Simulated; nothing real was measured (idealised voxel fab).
You're looking at the process module voxel trench capacitor.
Cross-section cut spans 205 nm and uses square cells 5 nm in size.
A cross-section is a grid of square cells, given in bands from the top down. A band is one or more rows of cells. A band entry consists of two parts. The first gives the height of the band's top and the height of its bottom, in nm. The rest lists the band's materials from left to right, each with its width in nm. A single material labelled with the word "everywhere" fills the band from edge to edge, and the word "empty" marks empty space. The reference from which all heights are counted is 0, the level beneath which the as-received wafer is entirely one material; the lowest band, having no lower bound, proceeds downward and is written after the example "z 0 and below". The expression "30 to 40" gives the width at the extremes of the band, the first number at its top row of cells and the second at its bottom row, with the width changing by equal amounts from each row to the next in between. It should be understood that the words "left unchanged", when stated for a given step, signify that the cross-section underwent no change in any of its cells during that step. Voids, sealed: empty space of 8 cells or more with no open way to the top, each as width x height at its distance from the left edge, in nm. What comes after the settings on a step's line is commentary from the simulator itself on that step. overlay nm: for a step with a mask, the amount by which the mask lay right of where it was planned; a negative amount means left of it.
Process steps - plan
1) RECEIVE,material Si
2) CONFORMAL_DEP,material SiN,thk nm 10
3) PATTERN,tone open,mask id TRENCH,material resist,width nm 20,pitch nm 50,thk nm 15,overlay nm 0
4) DIRECTIONAL_ETCH,etch materials SiN,depth nm 10
5) DIRECTIONAL_ETCH,etch materials Si,depth nm 35
6) STRIP,etch materials resist
7) CONFORMAL_DEP,material Al2O3,thk nm 5
8) FILL_DEP,material polySi,thk nm 10
9) CMP,height nm 10
Cross-section of the wafer as it came to us, i.e., already through step 1
    z 0 and below = Si everywhere
    Voids, sealed: none
Starting structure and process plan are as shown above, but one mistake was made in running the module; the wafer cross-section at the end of the module follows
    z 0 to -30 = 15 of Si  5 of Al2O3  10 of polySi  5 of Al2O3  30 of Si  5 of Al2O3  10 of polySi  5 of Al2O3  30 of Si  5 of Al2O3  10 of polySi  5 of Al2O3  30 of Si  5 of Al2O3  10 of polySi  5 of Al2O3  20 of Si
    z -30 to -35 = 15 of Si  20 of Al2O3  30 of Si  20 of Al2O3  30 of Si  20 of Al2O3  30 of Si  20 of Al2O3  20 of Si
    z -35 and below = Si everywhere
    Voids, sealed: none
Which mistake was made when the wafer was run? step 9 ran as: CMP,height nm 0
